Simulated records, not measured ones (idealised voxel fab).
This is a process module. Its name is voxel wiring stack.
Pictured: cross-section cut, 245 nm wide, on a grid of 5 nm square cells.
Square cells in a grid make up a cross-section in this document, and the grid is given as bands, listed from the top down, each one or more rows of cells. Heights first: top, then bottom, in nm. Then materials, left to right, each with a width in nm. "throughout" on a single material: fills the band edge to edge. "blank": empty space. Basically, 0 is our baseline, since under it the wafer straight out of the box is all one material. The bottom band has no lower end and keeps on going down, so it looks like "0 down". Read "30 to 40" as a graded width: first number on top, second number at the bottom, same change between each pair of neighbouring rows. "same as before" means the step left every cell of the cross-section as it was. So "Closed void catalog" is basically the list of trapped voids: any empty space of 8 cells or more that can't reach the top through an opening. They're written width x height at distance, the distance being from the left edge, and it's all nm. On a step's line, text after the settings is the simulator commenting on that step. Regarding "overlay nm": on a step with a mask, it is the distance the mask lay to the right of its planned place; a negative value places it to the left. In what follows, pairs of cross-sections are presented, each taken before and after one process step, with the after cross-section shown only down to the lowest band that was altered; the step, together with its settings, is stated below the pair. The pairs may stem from different runs of this module on the same starting wafer; accordingly, a pair should be taken as continuing from the one above it solely where its entry headed "Before this step" indicates as much.
# Before this step
- 40 to 35: SiCN throughout
- 35 to 15: Ru 75, then TiN 5, then SiO2 30, then TiN 5, then Ru 15, then TiN 5, then SiO2 30, then TiN 5, then Ru 75
- 15 to 10: TiN 80, then SiN 30, then TiN 25, then SiN 30, then TiN 80
- 10 to 0: SiO2 throughout
- 0 down: Si throughout
- Closed void catalog: none
# Post-Step Section View
- 50 to 40: SiO2 throughout
- For the remainder of the cross-section, below 40, there is no change.
- Closed void catalog: none
Step applied between the pre-step and post-step cross-sections shown above: DIRECTIONAL_DEP: material SiO2, thk nm 10
Before this step: the wafer arrives at this step looking as the after cross-section in the pair just above shows it.
# Post-Step Section View
- 65 to 50: resist 80, then blank 15, then resist 40, then blank 15, then resist 95
- For the remainder of the cross-section, below 50, there is no change.
- Closed void catalog: none
Step applied between the pre-step and post-step cross-sections shown above: PATTERN: tone open, mask id PLUG_1, material resist, width nm 15, pitch nm 55, thk nm 15, overlay nm 0
Before this step: the wafer arrives at this step looking as the after cross-section in the pair just above shows it.
# Post-Step Section View
- 65 to 50: resist 80, then blank 15, then resist 40, then blank 15, then resist 95
- 50 to 40: SiO2 80, then blank 15, then SiO2 40, then blank 15, then SiO2 95
- For the remainder of the cross-section, below 40, there is no change.
- Closed void catalog: none
Step applied between the pre-step and post-step cross-sections shown above: DIRECTIONAL_ETCH: etch materials SiO2, depth nm 10
Before this step: the wafer arrives at this step looking as the after cross-section in the pair just above shows it.
# Post-Step Section View
- 65 to 50: resist 80, then blank 15, then resist 40, then blank 15, then resist 95
- 50 to 40: SiO2 80, then blank 15, then SiO2 40, then blank 15, then SiO2 95
- 40 to 35: SiCN 80, then blank 15, then SiCN 40, then blank 15, then SiCN 95
- For the remainder of the cross-section, below 35, there is no change.
- Closed void catalog: none
Step applied between the pre-step and post-step cross-sections shown above: DIRECTIONAL_ETCH: etch materials SiCN, depth nm 5
Before this step: the wafer arrives at this step looking as the after cross-section in the pair just above shows it.
# Post-Step Section View
- 50 to 40: SiO2 80, then blank 15, then SiO2 40, then blank 15, then SiO2 95
- For the remainder of the cross-section, below 40, there is no change.
- Closed void catalog: none
Step applied between the pre-step and post-step cross-sections shown above: STRIP: etch materials resist
Before this step: the wafer arrives at this step looking as the after cross-section in the pair just above shows it.
# Post-Step Section View
- 55 to 50: TiN 80, then blank 15, then TiN 40, then blank 15, then TiN 95
- 50 to 40: SiO2 80, then blank 15, then SiO2 40, then blank 15, then SiO2 95
- 40 to 35: SiCN 80, then TiN 15, then SiCN 40, then TiN 15, then SiCN 95
- For the remainder of the cross-section, below 35, there is no change.
- Closed void catalog: none
Step applied between the pre-step and post-step cross-sections shown above: DIRECTIONAL_DEP: material TiN, thk nm 5
Before this step: the wafer arrives at this step looking as the after cross-section in the pair just above shows it.
# Post-Step Section View
- 80 to 65: W 80, then blank 15, then W 40, then blank 15, then W 95
- 65 to 55: W throughout
- 55 to 50: TiN 80, then W 15, then TiN 40, then W 15, then TiN 95
- 50 to 40: SiO2 80, then W 15, then SiO2 40, then W 15, then SiO2 95
- For the remainder of the cross-section, below 40, there is no change.
- Closed void catalog: none
Step applied between the pre-step and post-step cross-sections shown above: DIRECTIONAL_DEP: material W, thk nm 25
Before this step: the wafer arrives at this step looking as the after cross-section in the pair just above shows it.
# Post-Step Section View
- 80 to 65: blank 95, then W 15, then blank 40, then W 15, then blank 80
- 65 to 55: blank 80, then W 30, then blank 25, then W 30, then blank 80
- For the remainder of the cross-section, below 55, there is no change.
- Closed void catalog: none
Step applied between the pre-step and post-step cross-sections shown above: MASKED_ETCH: tone cover, mask id METAL_2, width nm 30, pitch nm 55, etch materials W, depth nm 25, overlay nm 0
Before this step: the wafer arrives at this step looking as the after cross-section in the pair just above shows it.
# Post-Step Section View
- 80 to 65: blank 95, then W 15, then blank 40, then W 15, then blank 80
- 65 to 55: blank 80, then W 30, then blank 25, then W 30, then blank 80
- 55 to 50: blank 80, then W 15, then TiN 15, then blank 25, then W 15, then TiN 15, then blank 80
- For the remainder of the cross-section, below 50, there is no change.
- Closed void catalog: none
Step applied between the pre-step and post-step cross-sections shown above: MASKED_ETCH: tone cover, mask id METAL_2, width nm 30, pitch nm 55, etch materials TiN, depth nm 5, overlay nm 0
Before this step: the wafer arrives at this step looking as the after cross-section in the pair just above shows it.
# Post-Step Section View
- 85 to 80: blank 90, then SiN 25, then blank 30, then SiN 25, then blank 75
- 80 to 70: blank 90, then SiN 5, then W 15, then SiN 5, then blank 30, then SiN 5, then W 15, then SiN 5, then blank 75
- 70 to 65: blank 75, then SiN 20, then W 15, then SiN 5, then blank 15, then SiN 20, then W 15, then SiN 5, then blank 75
- 65 to 55: blank 75, then SiN 5, then W 30, then SiN 5, then blank 15, then SiN 5, then W 30, then SiN 5, then blank 75
- 55 to 50: SiN 80, then W 15, then TiN 15, then SiN 25, then W 15, then TiN 15, then SiN 80
- For the remainder of the cross-section, below 50, there is no change.
- Closed void catalog: none
Step applied between the pre-step and post-step cross-sections shown above: CONFORMAL_DEP: material SiN, thk nm 5
Before this step: the wafer arrives at this step looking as the after cross-section in the pair just above shows it.
# Post-Step Section View
- 90 to 85: lowk throughout
- 85 to 80: lowk 90, then SiN 25, then lowk 30, then SiN 25, then lowk 75
- 80 to 70: lowk 90, then SiN 5, then W 15, then SiN 5, then lowk 30, then SiN 5, then W 15, then SiN 5, then lowk 75
- 70 to 65: lowk 75, then SiN 20, then W 15, then SiN 5, then lowk 15, then SiN 20, then W 15, then SiN 5, then lowk 75
- 65 to 55: lowk 75, then SiN 5, then W 30, then SiN 5, then lowk 15, then SiN 5, then W 30, then SiN 5, then lowk 75
- For the remainder of the cross-section, below 55, there is no change.
- Closed void catalog: none
Step applied between the pre-step and post-step cross-sections shown above: FILL_DEP: material lowk, thk nm 5
Before this step: the wafer arrives at this step looking as the after cross-section in the pair just above shows it.
# Post-Step Section View
- 80 to 70: lowk 90, then SiN 5, then W 15, then SiN 5, then lowk 30, then SiN 5, then W 15, then SiN 5, then lowk 75
- For the remainder of the cross-section, below 70, there is no change.
- Closed void catalog: none
Step applied between the pre-step and post-step cross-sections shown above: CMP: height nm 80
Before this step: the wafer arrives at this step looking as the after cross-section in the pair just above shows it.
# Post-Step Section View
- 85 to 80: SiCN throughout
- For the remainder of the cross-section, below 80, there is no change.
- Closed void catalog: none
Step applied between the pre-step and post-step cross-sections shown above: CONFORMAL_DEP: material SiCN, thk nm 5
Before this step: the wafer arrives at this step looking as the after cross-section in the pair just above shows it.
# Post-Step Section View
- 95 to 85: SiO2 throughout
- For the remainder of the cross-section, below 85, there is no change.
- Closed void catalog: none
Step applied between the pre-step and post-step cross-sections shown above: DIRECTIONAL_DEP: material SiO2, thk nm 10
Before this step: the wafer arrives at this step looking as the after cross-section in the pair just above shows it.
# Post-Step Section View
- 95 to 85: SiO2 80, then blank 15, then SiO2 40, then blank 15, then SiO2 95
- For the remainder of the cross-section, below 85, there is no change.
- Closed void catalog: none
Step applied between the pre-step and post-step cross-sections shown above: MASKED_ETCH: tone open, mask id PLUG_2, width nm 15, pitch nm 55, etch materials SiO2, depth nm 10, overlay nm 0
Before this step: the wafer arrives at this step looking as the after cross-section in the pair just above shows it.
# Post-Step Section View
- 95 to 85: SiO2 80, then blank 15, then SiO2 40, then blank 15, then SiO2 95
- 85 to 80: SiCN 80, then blank 15, then SiCN 40, then blank 15, then SiCN 95
- For the remainder of the cross-section, below 80, there is no change.
- Closed void catalog: none
Step applied between the pre-step and post-step cross-sections shown above: MASKED_ETCH: tone open, mask id PLUG_2, width nm 15, pitch nm 55, etch materials SiCN, depth nm 5, overlay nm 0
Before this step: the wafer arrives at this step looking as the after cross-section in the pair just above shows it.
# Post-Step Section View
- 100 to 95: SiCN 85, then blank 5, then SiCN 50, then blank 5, then SiCN 100
- 95 to 85: SiO2 80, then SiCN 5, then blank 5, then SiCN 5, then SiO2 40, then SiCN 5, then blank 5, then SiCN 5, then SiO2 95
- 85 to 80: SiCN throughout
- For the remainder of the cross-section, below 80, there is no change.
- Closed void catalog: none
Step applied between the pre-step and post-step cross-sections shown above: CONFORMAL_DEP: material SiCN, thk nm 5
Before this step: the wafer arrives at this step looking as the after cross-section in the pair just above shows it.
# Post-Step Section View
- 125 to 110: lowk 85, then blank 5, then lowk 50, then blank 5, then lowk 100
- 110 to 100: lowk throughout
- 100 to 95: SiCN 85, then lowk 5, then SiCN 50, then lowk 5, then SiCN 100
- 95 to 85: SiO2 80, then SiCN 5, then lowk 5, then SiCN 5, then SiO2 40, then SiCN 5, then lowk 5, then SiCN 5, then SiO2 95
- For the remainder of the cross-section, below 85, there is no change.
- Closed void catalog: none
Step applied between the pre-step and post-step cross-sections shown above: DIRECTIONAL_DEP: material lowk, thk nm 25
Before this step: the wafer arrives at this step looking as the after cross-section in the pair just above shows it.
# Post-Step Section View
- 125 to 100: lowk 80, then blank 30, then lowk 25, then blank 30, then lowk 80
- 100 to 95: SiCN 85, then blank 5, then SiCN 50, then blank 5, then SiCN 100
- 95 to 85: SiO2 80, then SiCN 5, then blank 5, then SiCN 5, then SiO2 40, then SiCN 5, then blank 5, then SiCN 5, then SiO2 95
- For the remainder of the cross-section, below 85, there is no change.
- Closed void catalog: none
Step applied between the pre-step and post-step cross-sections shown above: MASKED_ETCH: tone open, mask id METAL_3, width nm 30, pitch nm 55, etch materials lowk, depth nm 25, overlay nm 0
Before this step: the wafer arrives at this step looking as the after cross-section in the pair just above shows it.
# Post-Step Section View
- 125 to 100: lowk 80, then blank 30, then lowk 25, then blank 30, then lowk 80
- 100 to 95: SiCN 80, then blank 30, then SiCN 25, then blank 30, then SiCN 80
- 95 to 85: SiO2 80, then SiCN 5, then blank 5, then SiCN 5, then SiO2 40, then SiCN 5, then blank 5, then SiCN 5, then SiO2 95
- 85 to 80: SiCN 85, then blank 5, then SiCN 50, then blank 5, then SiCN 100
- For the remainder of the cross-section, below 80, there is no change.
- Closed void catalog: none
Step applied between the pre-step and post-step cross-sections shown above: MASKED_ETCH: tone open, mask id METAL_3, width nm 30, pitch nm 55, etch materials SiCN, depth nm 5, overlay nm 0
Before this step: the wafer arrives at this step looking as the after cross-section in the pair just above shows it.
# Post-Step Section View
- 130 to 125: TiN 85, then blank 20, then TiN 35, then blank 20, then TiN 85
- 125 to 100: lowk 80, then TiN 5, then blank 20, then TiN 5, then lowk 25, then TiN 5, then blank 20, then TiN 5, then lowk 80
- 100 to 95: SiCN 80, then TiN 30, then SiCN 25, then TiN 30, then SiCN 80
- 95 to 85: SiO2 80, then SiCN 5, then TiN 5, then SiCN 5, then SiO2 40, then SiCN 5, then TiN 5, then SiCN 5, then SiO2 95
- 85 to 80: SiCN 85, then TiN 5, then SiCN 50, then TiN 5, then SiCN 100
- For the remainder of the cross-section, below 80, there is no change.
- Closed void catalog: none
Step applied between the pre-step and post-step cross-sections shown above: CONFORMAL_DEP: material TiN, thk nm 5
Before this step: the wafer arrives at this step looking as the after cross-section in the pair just above shows it.
# Post-Step Section View
- 140 to 130: W throughout
- 130 to 125: TiN 85, then W 20, then TiN 35, then W 20, then TiN 85
- 125 to 100: lowk 80, then TiN 5, then W 20, then TiN 5, then lowk 25, then TiN 5, then W 20, then TiN 5, then lowk 80
- For the remainder of the cross-section, below 100, there is no change.
- Closed void catalog: none
Step applied between the pre-step and post-step cross-sections shown above: FILL_DEP: material W, thk nm 10
Before this step: the wafer arrives at this step looking as the after cross-section in the pair just above shows it.
# Post-Step Section View
- 125 to 100: lowk 80, then TiN 5, then W 20, then TiN 5, then lowk 25, then TiN 5, then W 20, then TiN 5, then lowk 80
- For the remainder of the cross-section, below 100, there is no change.
- Closed void catalog: none
Step applied between the pre-step and post-step cross-sections shown above: CMP: height nm 125
Before this step: the wafer arrives at this step looking as the after cross-section in the pair just above shows it.
# Post-Step Section View
- 130 to 125: SiCN throughout
- For the remainder of the cross-section, below 125, there is no change.
- Closed void catalog: none
Step applied between the pre-step and post-step cross-sections shown above: CONFORMAL_DEP: material SiCN, thk nm 5
